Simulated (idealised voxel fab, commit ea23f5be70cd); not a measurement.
process module | voxel double patterning
cross-section cut | 170 nm wide | cells 5 nm
A cross-section is a grid of square cells, given in bands from the top down. A band is one or more rows of cells.
Each band's line starts with the height of the band's top and of its bottom, in nm. Then come its materials from left to right, each with its width in nm. One material with "throughout" fills the band from edge to edge. "air" is empty space.
Height 0 is the level under which the wafer as received is all one material. The lowest band goes on downwards, as in "0 down".
A width such as "30 to 40" changes by the same amount from each row of cells to the next, from the band's top row to its bottom row.
"no change" after a step means that no cell of the cross-section changed.
closed voids: empty space of 8 cells or more with no open way to the top, each as width x height at its distance from the left edge, in nm
after a step's settings: what the simulator itself notes on the step
overlay nm, on a step with a mask: how far to the right of its planned place the mask lay; to the left if negative
plan
1 op RECEIVE | material Si
2 op CONFORMAL_DEP | material SiN | thk nm 5
3 op DIRECTIONAL_DEP | material SiO2 | thk nm 10
4 op DIRECTIONAL_DEP | material SiCN | thk nm 5
5 op DIRECTIONAL_DEP | material aC | thk nm 10
6 op PATTERN | tone open | mask id FIRST | material resist | width nm 15 | pitch nm 50 | thk nm 30 | overlay nm 0
7 op DIRECTIONAL_ETCH | etch materials aC | depth nm 10
8 op STRIP | etch materials resist
9 op DIRECTIONAL_ETCH | etch materials SiCN | depth nm 5
10 op STRIP | etch materials aC
11 op PATTERN | tone open | mask id SECOND | material resist | width nm 15 | pitch nm 50 | thk nm 20 | overlay nm -15
12 op DIRECTIONAL_ETCH | etch materials SiCN | depth nm 5
13 op STRIP | etch materials resist
14 op DIRECTIONAL_ETCH | etch materials SiO2 | depth nm 10
15 op STRIP | etch materials SiCN
varied across the wafers: overlay nm of step 11. The plan shows the first wafer's value. All wafers start alike
first wafer as received, after step 1
  0 down: Si throughout
  closed voids: none
each wafer at the end: cells of each material gained (+) or lost (-) since it was received, then its closed voids
overlay nm -15 | +34 SiN | +42 SiO2 | closed voids: none
overlay nm -10 | +34 SiN | +38 SiO2 | closed voids: none
overlay nm -5 | +34 SiN | +38 SiO2 | closed voids: none
overlay nm 0 | +34 SiN | +38 SiO2 | closed voids: none
overlay nm 5 | +34 SiN | +38 SiO2 | closed voids: none
overlay nm 10 | +34 SiN | +38 SiO2 | closed voids: none
overlay nm 15 | +34 SiN | +42 SiO2 | closed voids: none
